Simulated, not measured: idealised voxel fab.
Module name: voxel double patterning (process module)
Section shown: cut. Width: 200 nm. Cell size: 5 nm, square.
Cross-section layout: square cells on a grid; listed as bands, top to bottom; a band spans one or more cell rows.
First you get the band's top height and its bottom height, in nm, and then the materials it's made of, left to right, with each width in nm. If you see a single material with "all across", that one covers the band edge to edge. "air" is empty space.
Height reference: 0 = level under which incoming wafer is all one material. Lowest band: no bottom, runs on downward, e.g. "z 0 and below".
Read "30..40" as a graded width: first number on top, second number at the bottom, same change between each pair of neighbouring rows.
"nothing got changed" -> step changed no cross-section cell.
"Closed-off voids" lists enclosed empty spaces (at least 8 cells, no open path upward to the top), each as width x height at distance from the left edge, in nm.
Step line, after settings: the simulator's comment on this step.
The line of a step may include "overlay nm". On a step with a mask, this value is how far to the right of its planned place the mask lay. A negative value means the mask lay to the left.
PROCESS STEPS (PLANNED)
1. RECEIVE [material Si]
2. CONFORMAL_DEP [material SiO2] [thk nm 10]
3. DIRECTIONAL_DEP [material polySi] [thk nm 20]
4. DIRECTIONAL_DEP [material SiN] [thk nm 5]
5. MASKED_ETCH [tone open] [mask id FIRST] [width nm 15] [pitch nm 50] [etch materials SiN] [depth nm 5] [overlay nm 0]
6. PATTERN [tone open] [mask id SECOND] [material resist] [width nm 15] [pitch nm 50] [thk nm 15] [overlay nm 0]
7. DIRECTIONAL_ETCH [etch materials SiN] [depth nm 5]
8. STRIP [etch materials resist]
9. DIRECTIONAL_ETCH [etch materials polySi] [depth nm 20]
10. STRIP [etch materials SiN]
THE CROSS-SECTION HERE SHOWS THE WAFER AS RECEIVED, I.E. IN ITS STATE AFTER STEP 1
> z 0 and below  Si all across
> Closed-off voids: none
FIRST WAFER OF TWO, SECTIONED AT END OF MODULE; RUN WENT PER PLAN
> z 30 to 10  polySi: 40, air: 15, polySi: 10, air: 15, polySi: 10, air: 15, polySi: 10, air: 15, polySi: 10, air: 15, polySi: 45
> z 10 to 0  SiO2 all across
> z 0 and below  Si all across
> Closed-off voids: none
SECOND WAFER AT THE END: LIKE START, LIKE PLAN, ONE MISTAKE
> z 20 to 0  polySi: 40, air: 15, polySi: 10, air: 15, polySi: 10, air: 15, polySi: 10, air: 15, polySi: 10, air: 15, polySi: 45
> z 0 and below  Si all across
> Closed-off voids: none
What was the processing mistake? step 2 was dropped from the plan's execution and never run
Count the cells at the end and the second wafer has more or fewer of some materials than the first: -80 SiO2
